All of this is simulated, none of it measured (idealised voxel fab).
process module | voxel trench capacitor
cross-section cut | 160 nm wide | cells 5 nm
A cross-section is a grid of square cells, given in bands from the top down. A band is one or more rows of cells.
Each band's line starts with the height of the band's top and of its bottom, in nm. Then come its materials from left to right, each with its width in nm. One material with "throughout" fills the band from edge to edge. "air" is empty space.
Height 0 is the level under which the wafer as received is all one material. The lowest band goes on downwards, as in "0 down".
A width such as "30 to 40" changes by the same amount from each row of cells to the next, from the band's top row to its bottom row.
"no change" after a step means that no cell of the cross-section changed.
closed voids: empty space of 8 cells or more with no open way to the top, each as width x height at its distance from the left edge, in nm
after a step's settings: what the simulator itself notes on the step
overlay nm, on a step with a mask: how far to the right of its planned place the mask lay; to the left if negative
plan
1 op RECEIVE | material Si
2 op CONFORMAL_DEP | material SiN | thk nm 5
3 op DIRECTIONAL_DEP | material aC | thk nm 15
4 op PATTERN | tone open | mask id TRENCH | material resist | width nm 20 | pitch nm 40 | thk nm 35 | overlay nm 0
5 op DIRECTIONAL_ETCH | etch materials aC | depth nm 15
6 op STRIP | etch materials resist
7 op DIRECTIONAL_ETCH | etch materials SiN | depth nm 5
8 op DIRECTIONAL_ETCH | etch materials Si | depth nm 30
9 op STRIP | etch materials aC
10 op CONFORMAL_DEP | material SiO2 | thk nm 5
11 op FILL_DEP | material polySi | thk nm 10
12 op CMP | height nm 5
as received, after step 1
  0 down: Si throughout
  closed voids: none
a wafer at the end: this start, this plan, one mistake
  5 to 0: SiN 30 | SiO2 5 | polySi 10 | SiO2 5 | SiN 20 | SiO2 5 | polySi 10 | SiO2 5 | SiN 20 | SiO2 5 | polySi 10 | SiO2 5 | SiN 30
  0 to -55: Si 30 | SiO2 5 | polySi 10 | SiO2 5 | Si 20 | SiO2 5 | polySi 10 | SiO2 5 | Si 20 | SiO2 5 | polySi 10 | SiO2 5 | Si 30
  -55 to -60: Si 30 | SiO2 20 | Si 20 | SiO2 20 | Si 20 | SiO2 20 | Si 30
  -60 down: Si throughout
  closed voids: none
what went wrong: step 8 was run twice
